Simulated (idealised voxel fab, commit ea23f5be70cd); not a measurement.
The following process module bears the name voxel released beams.
FYI the section here is cut, 285 nm wide, cells are 5 nm squares.
Notation: cross-section as square-cell grid; stated in bands, top first, going down; one or more cell rows per band. Heights first: top, then bottom, in nm. Then materials, left to right, each with a width in nm. "full width" on a single material: fills the band edge to edge. "blank": empty space. All heights in this document are referenced to 0, defined as the level beneath which the wafer, as received, consists entirely of one material. The lowest band is not bounded below; it extends indefinitely downward and is written in the form "top 0, no bottom". A width given as "30..40" starts at the first number in the band's top row and ends at the second number in its bottom row, shifting by an equal amount at every step from row to row. Reading "everything unchanged" for a step: not a cell of the cross-section changed in it. This entry, "Completely enclosed voids", enumerates those empty regions of no fewer than 8 cells that possess no open connection to the top. Each region is reported in the form width x height at distance, the distance being taken from the left edge, with all three quantities expressed in nm. The remark found on a step's line after its settings is issued by the simulator itself and pertains to that step. overlay nm, on a step with a mask: how far to the right of its planned place the mask lay; to the left if negative.
Process steps foreseen in the plan:
step 1: RECEIVE [material Si]
step 2: CONFORMAL_DEP [material Al2O3] [thk nm 5]
step 3: DIRECTIONAL_DEP [material SiO2] [thk nm 20]
step 4: MASKED_ETCH [tone open] [mask id ANCHOR] [width nm 35] [etch materials SiO2] [depth nm 20] [overlay nm 0]
step 5: CONFORMAL_DEP [material polySi] [thk nm 15]
step 6: MASKED_ETCH [tone cover] [mask id BEAM] [width nm 90] [etch materials polySi] [depth nm 15] [overlay nm 0]
step 7: STRIP [etch materials SiO2]
Cross-section of the incoming wafer, state after step 1:
	top 0, no bottom | Si full width
	Completely enclosed voids: none
This is how the wafer looks in cross-section once the module is done, given the starting state and plan above and one mistake in carrying the plan out:
	top 40, bottom 25 | blank 95 nm; polySi 90 nm; blank 100 nm
	top 25, bottom 20 | Al2O3 full width
	top 20, bottom 0 | SiO2 full width
	top 0, no bottom | Si full width
	Completely enclosed voids: none
Misprocessing identified: the executed order of steps 2 and 3 is the reverse of that specified in the plan, each step having taken the other's position
